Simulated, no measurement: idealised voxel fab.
The following is a process module called voxel air gaps.
Section cut is 185 nm wide and gridded with 5 nm square cells.
Bands, listed from the top down, are how a cross-section gets written in this document; the cross-section itself is a grid of square cells, and a band is one or more rows of them.
Read a band's entry like this: the first values are the height of its top and the height of its bottom in nm, and what follows is the sequence of materials from left to right, each with its width in nm. Note that "blank" is empty space, and that a single material marked "edge to edge" reaches across the band from edge to edge.
We count height from 0. Below that, the starting wafer is all one material. The lowest band never ends at the bottom but goes on down; see "0..down" for how that is written.
You'd read "30..40" like this: the band's top row of cells is as wide as the first number, its bottom row is as wide as the second, and going down, every row changes width by the same amount as the row before did.
The cross-section has no changed cell in any step marked "no modification".
Voids not open to the top, 8 cells minimum: see "Voids, fully enclosed". Written width x height at distance; distance is from the left edge; nm.
Formally, on a step line, whatever follows the settings is a remark that the simulator itself makes on the step.
What "overlay nm" on a step's line means: if the step has a mask, that mask lay this far to the right of its planned place, or, when the value is negative, to the left.

### Process steps (planned)
1 RECEIVE | material Si
2 CONFORMAL_DEP | material SiO2 | thk nm 10
3 CONFORMAL_DEP | material SiN | thk nm 5
4 DIRECTIONAL_DEP | material lowk | thk nm 40
5 MASKED_ETCH | tone open | mask id LINES | width nm 20 | pitch nm 50 | etch materials lowk | depth nm 40 | overlay nm 0
6 CONFORMAL_DEP | material TiN | thk nm 5
7 FILL_DEP | material Cu | thk nm 10
8 CMP | height nm 55
9 EPI | material Ru | thk nm 10
10 SELECTIVE_ETCH | etch materials lowk | depth nm 50
11 CONFORMAL_DEP | material SiCN | thk nm 5

### As-received state of the wafer in cross-section, equivalent to post-step 1
- 0..down  Si edge to edge
- Voids, fully enclosed: none

### Module complete - cross-section of the first of two wafers, run according to plan
- 70..65  blank 15, then SiCN 150, then blank 20
- 65..55  blank 15, then SiCN 5, then Ru 40, then SiCN 10, then Ru 40, then SiCN 10, then Ru 40, then SiCN 5, then blank 20
- 55..50  blank 15, then SiCN 15, then TiN 5, then Cu 10, then TiN 5, then SiCN 30, then TiN 5, then Cu 10, then TiN 5, then SiCN 30, then TiN 5, then Cu 10, then TiN 5, then SiCN 15, then blank 20
- 50..20  blank 25, then SiCN 5, then TiN 5, then Cu 10, then TiN 5, then SiCN 5, then blank 20, then SiCN 5, then TiN 5, then Cu 10, then TiN 5, then SiCN 5, then blank 20, then SiCN 5, then TiN 5, then Cu 10, then TiN 5, then SiCN 5, then blank 30
- 20..15  SiCN 30, then TiN 20, then SiCN 30, then TiN 20, then SiCN 30, then TiN 20, then SiCN 35
- 15..10  SiN edge to edge
- 10..0  SiO2 edge to edge
- 0..down  Si edge to edge
- Voids, fully enclosed: 20 x 30 at 55; 20 x 30 at 105

### Cross-sectional view of the second of two wafers upon completion of the module. This wafer shared its starting condition and process plan with the first; one error was made during its execution
- 70..65  SiCN edge to edge
- 65..55  Ru edge to edge
- 55..15  TiN edge to edge
- 15..10  SiN edge to edge
- 10..0  SiO2 edge to edge
- 0..down  Si edge to edge
- Voids, fully enclosed: none
What broke from the plan during processing? step 4 went in with a setting other than planned; the actual run was DIRECTIONAL_DEP | material TiN | thk nm 40
Looking at both finished wafers in cells, the second ends up ahead of or behind the first on some materials: Cu -42 | Ru +26 | SiCN -84 | TiN +242
Ultimately, the number of closed voids is 2 in the first wafer and 0 in the second wafer.
